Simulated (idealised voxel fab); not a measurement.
The process module presented herein is designated voxel self aligned contacts.
Shown is cross-section cut, with a width of 235 nm and square cells of size 5 nm.
Just so we're on the same page, the cross-sections are grids of square cells, and they're listed out in bands top to bottom, each band one or more rows deep. Read a band's entry like this: the first values are the height of its top and the height of its bottom in nm, and what follows is the sequence of materials from left to right, each with its width in nm. Note that "air" is empty space, and that a single material marked "throughout" reaches across the band from edge to edge. For the purposes of this specification, 0 denotes the height below which the wafer in its as-received condition is composed wholly of one material, and the lowermost band, lacking a lower limit, extends downward without end, as expressed in "0..down". When a width is written as two numbers, as in "30 to 40", the first number is the width in the top row of cells of the band and the second is the width in its bottom row, and the width changes by the same amount from each row to the next. The designation "no change occurred", where it is given for a processing step, indicates that no cell of the cross-section was altered in the course of that step. Closed-off voids of 8+ cells (no open route to the top) go in "Sealed cavities", written width x height at distance from the left edge, in nm. Heads up: the bit after the settings on a step's line is the simulator's remark on that step. "overlay nm" answers the question of how far to the right of plan the mask lay on a step that has a mask, and when it is negative the answer is to the left.
Process steps - plan:
1: RECEIVE | material Si
2: OXIDIZE | depth nm 5
3: DIRECTIONAL_DEP | material polySi | thk nm 20
4: DIRECTIONAL_DEP | material SiN | thk nm 20
5: MASKED_ETCH | tone cover | mask id GATE | width nm 30 | pitch nm 70 | etch materials SiN | depth nm 20 | overlay nm 0
6: MASKED_ETCH | tone cover | mask id GATE | width nm 30 | pitch nm 70 | etch materials polySi | depth nm 20 | overlay nm 0
7: CONFORMAL_DEP | material SiN | thk nm 10
8: DIRECTIONAL_ETCH | etch materials SiN | depth nm 10
9: FILL_DEP | material SiO2 | thk nm 10
10: CMP | height nm 45
11: DIRECTIONAL_DEP | material aC | thk nm 10
12: PATTERN | tone open | mask id CONTACT | material resist | width nm 50 | thk nm 30 | overlay nm 0
13: DIRECTIONAL_ETCH | etch materials aC | depth nm 10
14: STRIP | etch materials resist
15: DIRECTIONAL_ETCH | etch materials SiO2 | depth nm 50
16: STRIP | etch materials aC
17: CONFORMAL_DEP | material TiN | thk nm 5
18: FILL_DEP | material Ru | thk nm 10
19: CMP | height nm 45
20: CONFORMAL_DEP | material SiN | thk nm 5
Cross-section of the wafer at receipt, which is the condition after step 1:
- 0..down  Si throughout
- Sealed cavities: none
Wafer cross-section at module end: first of two, run to plan:
- 50..45  SiN throughout
- 45..40  SiO2 (90), then TiN (20), then Ru (10), then TiN (20), then SiO2 (95)
- 40..20  SiO2 (55), then SiN (50), then TiN (5), then Ru (10), then TiN (5), then SiN (50), then SiO2 (60)
- 20..0  SiO2 (55), then SiN (10), then polySi (30), then SiN (10), then TiN (5), then Ru (10), then TiN (5), then SiN (10), then polySi (30), then SiN (10), then SiO2 (60)
- 0..-5  SiO2 (105), then TiN (20), then SiO2 (110)
- -5..down  Si throughout
- Sealed cavities: none
This cross-section belongs to the second wafer of two at the end of the module; the start and the plan were shared with the first, and the run included one mistake:
- 50..45  SiN throughout
- 45..40  SiO2 (90), then TiN (20), then Ru (10), then TiN (20), then SiO2 (95)
- 40..20  SiO2 (55), then SiN (50), then TiN (5), then Ru (10), then TiN (5), then SiN (50), then SiO2 (60)
- 20..15  SiO2 (55), then SiN (10), then polySi (30), then SiN (10), then TiN (5), then Ru (10), then TiN (5), then SiN (10), then polySi (30), then SiN (10), then SiO2 (60)
- 15..10  SiO2 (55), then SiN (10), then polySi (30), then SiN (10), then TiN (20), then SiN (10), then polySi (30), then SiN (10), then SiO2 (60)
- 10..0  SiN (65), then polySi (30), then SiN (40), then polySi (30), then SiN (70)
- 0..-5  SiO2 throughout
- -5..down  Si throughout
- Sealed cavities: none
Diagnosis: swap of plan steps 7 and 8 during execution
In the final state, the cell counts of the second wafer exceed or fall short of those of the first for the following materials: Ru: 6 fewer; SiN: 54 more; SiO2: 42 fewer; TiN: 6 fewer
